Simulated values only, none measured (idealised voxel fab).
Name of the process module below: voxel self aligned vias
It is cross-section cut that appears here, measuring 185 nm in width, its square cells being 5 nm in size.
Think of the cross-section as a grid of square cells. We describe it in bands, top to bottom, and each band covers one or more rows of those cells.
Each band's line starts with the height of the band's top and of its bottom, in nm. Then come its materials from left to right, each with its width in nm. One material with "throughout" fills the band from edge to edge. "empty" is empty space.
Heights are measured from 0, the level below which the as-received wafer is all one material; the lowest band has no bottom and continues downward, written as in "top 0, no bottom".
Note: "30 to 40" means the width goes from the first number (top row of the band) to the second number (bottom row) in equal steps per row of cells.
A step reported as "left unchanged" is a step in which no cell of the cross-section changed.
What "Unvented voids" gives you is every empty space of 8 cells or more that is cut off from the top. Each appears as width x height at distance, with the distance taken from the left edge and width, height and distance all in nm.
Heads up: the bit after the settings on a step's line is the simulator's remark on that step.
A step's line can hold "overlay nm"; with a mask on that step, the setting says how far right of the planned place the mask lay, while a negative setting says it lay to the left.
### Here's what the planned process steps look like
- 1: RECEIVE, material Si
- 2: CONFORMAL_DEP, material SiO2, thk nm 15
- 3: CONFORMAL_DEP, material SiCN, thk nm 5
- 4: DIRECTIONAL_DEP, material SiO2, thk nm 30
- 5: DIRECTIONAL_DEP, material aC, thk nm 15
- 6: PATTERN, tone open, mask id LINES, material resist, width nm 20, pitch nm 70, thk nm 30, overlay nm 0
- 7: DIRECTIONAL_ETCH, etch materials aC, depth nm 15
- 8: STRIP, etch materials resist
- 9: DIRECTIONAL_ETCH, etch materials SiO2, depth nm 30
- 10: STRIP, etch materials aC
- 11: CONFORMAL_DEP, material TiN, thk nm 5
- 12: FILL_DEP, material W, thk nm 10
- 13: CMP, height nm 50
- 14: SELECTIVE_ETCH, etch materials W Ru TiN, depth nm 5
- 15: FILL_DEP, material SiN, thk nm 5
- 16: CMP, height nm 50
- 17: DIRECTIONAL_DEP, material SiO2, thk nm 15
- 18: MASKED_ETCH, tone open, mask id VIAS, width nm 40, pitch nm 70, etch materials SiO2, depth nm 15, overlay nm 0
- 19: MASKED_ETCH, tone open, mask id VIAS, width nm 40, pitch nm 70, etch materials SiN, depth nm 5, overlay nm 0
- 20: CONFORMAL_DEP, material TiN, thk nm 5
- 21: FILL_DEP, material W, thk nm 5
- 22: CMP, height nm 65
- 23: CONFORMAL_DEP, material SiCN, thk nm 5
The width nm used in step 6 is not the same on every wafer, whereas the starting condition is; the value printed in the plan is the first wafer's.
### Cross-section of the first of several wafers on receipt, reflecting completion of step 1
* top 0, no bottom = Si throughout
* Unvented voids: none
### Once step 23, the last step, is complete, the module is at its end; this is the cross-section of the first of several wafers
* top 70, bottom 65 = SiCN throughout
* top 65, bottom 55 = SiO2=35; TiN=5; W=30; TiN=5; SiO2=30; TiN=5; W=30; TiN=5; SiO2=40
* top 55, bottom 50 = SiO2=35; TiN=15; W=10; TiN=15; SiO2=30; TiN=15; W=10; TiN=15; SiO2=40
* top 50, bottom 45 = SiO2=45; TiN=20; SiO2=50; TiN=20; SiO2=50
* top 45, bottom 25 = SiO2=45; TiN=5; W=10; TiN=5; SiO2=50; TiN=5; W=10; TiN=5; SiO2=50
* top 25, bottom 20 = SiO2=45; TiN=20; SiO2=50; TiN=20; SiO2=50
* top 20, bottom 15 = SiCN throughout
* top 15, bottom 0 = SiO2 throughout
* top 0, no bottom = Si throughout
* Unvented voids: none
### The module's end: a cross-section of the last wafer
* top 70, bottom 65 = SiCN throughout
* top 65, bottom 50 = SiO2=35; TiN=5; W=30; TiN=5; SiO2=30; TiN=5; W=30; TiN=5; SiO2=40
* top 50, bottom 45 = SiO2=35; TiN=40; SiN=5; SiO2=25; TiN=40; SiN=5; SiO2=35
* top 45, bottom 25 = SiO2=35; TiN=5; W=35; TiN=5; SiO2=25; TiN=5; W=35; TiN=5; SiO2=35
* top 25, bottom 20 = SiO2=35; TiN=45; SiO2=25; TiN=45; SiO2=35
* top 20, bottom 15 = SiCN throughout
* top 15, bottom 0 = SiO2 throughout
* top 0, no bottom = Si throughout
* Unvented voids: none
### Gained (+) or lost (-) cells of each material since receipt, then closed voids: one row per wafer, at the end of the module
width nm 20, +74 SiCN, +348 SiO2, +52 TiN, +44 W, Unvented voids: none
width nm 25, +74 SiCN, +336 SiO2, +54 TiN, +54 W, Unvented voids: none
width nm 30, +74 SiCN, +324 SiO2, +56 TiN, +64 W, Unvented voids: none
width nm 35, +74 SiCN, +312 SiO2, +58 TiN, +74 W, Unvented voids: none
width nm 40, +74 SiCN, +300 SiO2, +60 TiN, +84 W, Unvented voids: none
width nm 45, +74 SiCN, +2 SiN, +288 SiO2, +62 TiN, +92 W, Unvented voids: none
